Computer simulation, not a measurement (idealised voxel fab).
process module | voxel ribs on slabs
cross-section cut | 235 nm wide | cells 5 nm
A cross-section is a grid of square cells, given in bands from the top down. A band is one or more rows of cells.
Each band's line starts with the height of the band's top and of its bottom, in nm. Then come its materials from left to right, each with its width in nm. One material with "throughout" fills the band from edge to edge. "air" is empty space.
Height 0 is the level under which the wafer as received is all one material. The lowest band goes on downwards, as in "0 down".
A width such as "30 to 40" changes by the same amount from each row of cells to the next, from the band's top row to its bottom row.
"no change" after a step means that no cell of the cross-section changed.
closed voids: empty space of 8 cells or more with no open way to the top, each as width x height at its distance from the left edge, in nm
after a step's settings: what the simulator itself notes on the step
overlay nm, on a step with a mask: how far to the right of its planned place the mask lay; to the left if negative
plan
1 op RECEIVE | material Si
2 op DIRECTIONAL_DEP | material SiO2 | thk nm 25
3 op DIRECTIONAL_DEP | material polySi | thk nm 15
4 op MASKED_ETCH | tone cover | mask id RIB | width nm 20 | etch materials polySi | depth nm 5 | overlay nm 0
5 op MASKED_ETCH | tone cover | mask id SLAB | width nm 70 | etch materials polySi | depth nm 15 | overlay nm 0
6 op FILL_DEP | material SiO2 | thk nm 25
7 op CMP | height nm 65
8 op DIRECTIONAL_DEP | material TiN | thk nm 5
9 op PATTERN | tone cover | mask id HEATER | material resist | width nm 30 | thk nm 20 | overlay nm 0
10 op DIRECTIONAL_ETCH | etch materials TiN | depth nm 5
11 op STRIP | etch materials resist
12 op CONFORMAL_DEP | material SiO2 | thk nm 5
varied across the wafers: thk nm of step 3. The plan shows the first wafer's value. All wafers start alike
first wafer as received, after step 1
  0 down: Si throughout
  closed voids: none
first wafer at the end, after step 12
  75 to 70: air 95 | SiO2 40 | air 100
  70 to 65: SiO2 100 | TiN 30 | SiO2 105
  65 to 40: SiO2 throughout
  40 to 35: SiO2 105 | polySi 20 | SiO2 110
  35 to 25: SiO2 80 | polySi 70 | SiO2 85
  25 to 0: SiO2 throughout
  0 down: Si throughout
  closed voids: none
last wafer at the end
  75 to 70: air 95 | SiO2 40 | air 100
  70 to 65: SiO2 100 | TiN 30 | SiO2 105
  65 to 60: SiO2 throughout
  60 to 55: SiO2 105 | polySi 20 | SiO2 110
  55 to 40: SiO2 80 | polySi 70 | SiO2 85
  40 to 25: polySi throughout
  25 to 0: SiO2 throughout
  0 down: Si throughout
  closed voids: none
each wafer at the end: cells of each material gained (+) or lost (-) since it was received, then its closed voids
thk nm 15 | +628 SiO2 | +6 TiN | +32 polySi | closed voids: none
thk nm 20 | +614 SiO2 | +6 TiN | +46 polySi | closed voids: none
thk nm 25 | +567 SiO2 | +6 TiN | +93 polySi | closed voids: none
thk nm 30 | +520 SiO2 | +6 TiN | +140 polySi | closed voids: none
thk nm 35 | +473 SiO2 | +6 TiN | +187 polySi | closed voids: none
